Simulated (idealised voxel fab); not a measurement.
This is a process module. Its name is voxel transistor to metal.
Cross-section cut spans 150 nm and uses square cells 5 nm in size.
Cross-section format: a grid of square cells, given as bands from top to bottom; each band is one or more rows of cells. First you get the band's top height and its bottom height, in nm, and then the materials it's made of, left to right, with each width in nm. If you see a single material with "throughout", that one covers the band edge to edge. "blank" is empty space. Basically, 0 is our baseline, since under it the wafer straight out of the box is all one material. The bottom band has no lower end and keeps on going down, so it looks like "from 0 down". The two numbers in a width such as "30 to 40" mark its ends across the band: the first belongs to the top row of cells, the second to the bottom row, and from each row to the next the width moves by the same amount. "left unchanged", as given for a step, is the statement that not any cell of the cross-section underwent a change during that step. This entry, "Closed cavities", enumerates those empty regions of no fewer than 8 cells that possess no open connection to the top. Each region is reported in the form width x height at distance, the distance being taken from the left edge, with all three quantities expressed in nm. It should be noted that, on the line of a given step, the content following the step's settings is a remark produced by the simulator itself with respect to that step. overlay nm, on a step with a mask: how far to the right of its planned place the mask lay; to the left if negative.

**Intended process steps**
1: RECEIVE [material Si]
2: OXIDIZE [depth nm 5]
3: CONFORMAL_DEP [material SiN] [thk nm 10]
4: PATTERN [tone cover] [mask id ACTIVE] [material resist] [width nm 120] [thk nm 15] [overlay nm 0]
5: DIRECTIONAL_ETCH [etch materials SiN] [depth nm 10]
6: DIRECTIONAL_ETCH [etch materials SiO2] [depth nm 5]
7: DIRECTIONAL_ETCH [etch materials Si] [depth nm 35]
8: STRIP [etch materials resist]
9: FILL_DEP [material SiO2] [thk nm 10]
10: CMP [height nm 10]
11: SELECTIVE_ETCH [etch materials SiO2] [depth nm 10]
12: STRIP [etch materials SiN]
13: SELECTIVE_ETCH [etch materials SiO2] [depth nm 5]
14: OXIDIZE [depth nm 5]
15: DIRECTIONAL_DEP [material polySi] [thk nm 20]
16: DIRECTIONAL_DEP [material SiCN] [thk nm 15]
17: MASKED_ETCH [tone cover] [mask id GATE] [width nm 30] [etch materials SiCN] [depth nm 25] [overlay nm 0]
18: MASKED_ETCH [tone cover] [mask id GATE] [width nm 30] [etch materials polySi] [depth nm 30] [overlay nm 0]
19: CONFORMAL_DEP [material SiO2] [thk nm 5]
20: DIRECTIONAL_ETCH [etch materials SiO2] [depth nm 5]
21: CONFORMAL_DEP [material SiN] [thk nm 10]
22: DIRECTIONAL_ETCH [etch materials SiN] [depth nm 10]
23: DIRECTIONAL_ETCH [etch materials SiO2] [depth nm 5]
24: DIRECTIONAL_ETCH [etch materials Si] [depth nm 5]
25: EPI [material nSi] [thk nm 5]
26: FILL_DEP [material SiO2] [thk nm 5]
27: CMP [height nm 15]
28: STRIP [etch materials polySi]
29: SELECTIVE_ETCH [etch materials SiO2] [depth nm 5]
30: CONFORMAL_DEP [material HfO2] [thk nm 5]
31: CONFORMAL_DEP [material TiN] [thk nm 5]
32: FILL_DEP [material W] [thk nm 5]
33: CMP [height nm 10]
34: DIRECTIONAL_DEP [material SiO2] [thk nm 15]
35: PATTERN [tone open] [mask id CONTACT] [material resist] [width nm 20] [pitch nm 90] [thk nm 15] [overlay nm 0]
36: DIRECTIONAL_ETCH [etch materials SiO2] [depth nm 35]
37: STRIP [etch materials resist]
38: CONFORMAL_DEP [material TiN] [thk nm 5]
39: FILL_DEP [material W] [thk nm 10]
40: CMP [height nm 25]
41: CONFORMAL_DEP [material SiCN] [thk nm 5]
42: DIRECTIONAL_DEP [material lowk] [thk nm 25]
43: MASKED_ETCH [tone open] [mask id METAL_1] [width nm 20] [pitch nm 90] [etch materials lowk] [depth nm 25] [overlay nm 0]
44: MASKED_ETCH [tone open] [mask id METAL_1] [width nm 20] [pitch nm 90] [etch materials SiCN] [depth nm 5] [overlay nm 0]
45: CONFORMAL_DEP [material TiN] [thk nm 5]
46: FILL_DEP [material Cu] [thk nm 10]
47: CMP [height nm 55]
48: CONFORMAL_DEP [material SiCN] [thk nm 5]
49: DIRECTIONAL_DEP [material lowk] [thk nm 25]
50: DIRECTIONAL_DEP [material aC] [thk nm 10]
51: PATTERN [tone open] [mask id METAL_2] [material resist] [width nm 20] [pitch nm 90] [thk nm 30] [overlay nm 0]
52: DIRECTIONAL_ETCH [etch materials aC] [depth nm 10]
53: STRIP [etch materials resist]
54: DIRECTIONAL_ETCH [etch materials lowk] [depth nm 15]
55: STRIP [etch materials aC]
56: DIRECTIONAL_DEP [material aC] [thk nm 15]
57: PATTERN [tone open] [mask id METAL_2_HOLES] [material resist] [width nm 15] [pitch nm 90] [thk nm 30] [overlay nm 0]
58: DIRECTIONAL_ETCH [etch materials aC] [depth nm 15]
59: STRIP [etch materials resist]
60: DIRECTIONAL_ETCH [etch materials lowk] [depth nm 10]
61: DIRECTIONAL_ETCH [etch materials SiCN] [depth nm 5]
62: STRIP [etch materials aC]
63: CONFORMAL_DEP [material TiN] [thk nm 5]
64: FILL_DEP [material Ru] [thk nm 10]
65: CMP [height nm 85]
66: CONFORMAL_DEP [material SiN] [thk nm 5]

**Received-state cross-section, reflecting completion of step 1**
- from 0 down: Si throughout
- Closed cavities: none

**The plan above was carried out on the starting structure above with one mistake, and this cross-section shows the wafer at the end of the module**
- from 90 to 85: SiN throughout
- from 85 to 80: TiN 25 nm; Ru 10 nm; TiN 80 nm; Ru 10 nm; TiN 25 nm
- from 80 to 70: lowk 20 nm; TiN 5 nm; Ru 10 nm; TiN 5 nm; lowk 70 nm; TiN 5 nm; Ru 10 nm; TiN 5 nm; lowk 20 nm
- from 70 to 60: lowk 20 nm; TiN 5 nm; Ru 5 nm; TiN 10 to 5 nm; lowk 70 to 75 nm; TiN 5 nm; Ru 5 nm; TiN 10 to 5 nm; lowk 20 to 25 nm
- from 60 to 55: SiCN 20 nm; TiN 15 nm; SiCN 75 nm; TiN 15 nm; SiCN 25 nm
- from 55 to 30: lowk 20 nm; TiN 5 nm; Cu 10 nm; TiN 5 nm; lowk 70 nm; TiN 5 nm; Cu 10 nm; TiN 5 nm; lowk 20 nm
- from 30 to 25: SiCN 20 nm; TiN 20 nm; SiCN 70 nm; TiN 20 nm; SiCN 20 nm
- from 25 to 10: SiO2 20 nm; TiN 5 nm; W 10 nm; TiN 5 nm; SiO2 70 nm; TiN 5 nm; W 10 nm; TiN 5 nm; SiO2 20 nm
- from 10 to 0: SiO2 20 nm; TiN 5 nm; W 10 nm; TiN 5 nm; SiO2 5 nm; SiN 10 nm; HfO2 5 nm; TiN 5 nm; W 20 nm; TiN 5 nm; HfO2 5 nm; SiN 10 nm; SiO2 5 nm; TiN 5 nm; W 10 nm; TiN 5 nm; SiO2 20 nm
- from 0 to -5: SiO2 20 nm; TiN 5 nm; W 10 nm; TiN 5 nm; SiO2 5 nm; SiN 10 nm; HfO2 5 nm; TiN 30 nm; HfO2 5 nm; SiN 10 nm; SiO2 5 nm; TiN 5 nm; W 10 nm; TiN 5 nm; SiO2 20 nm
- from -5 to -10: SiO2 20 nm; TiN 20 nm; nSi 5 nm; SiO2 10 nm; HfO2 40 nm; SiO2 10 nm; nSi 5 nm; TiN 20 nm; SiO2 20 nm
- from -10 to -15: SiO2 15 nm; nSi 30 nm; Si 60 nm; nSi 30 nm; SiO2 15 nm
- from -15 to -40: SiO2 15 nm; Si 120 nm; SiO2 15 nm
- from -40 down: Si throughout
- Closed cavities: none
It is concluded that the wafer was processed incorrectly with respect to the plan, in that step 49 changed vs plan, executed as DIRECTIONAL_DEP [material lowk] [thk nm 20]
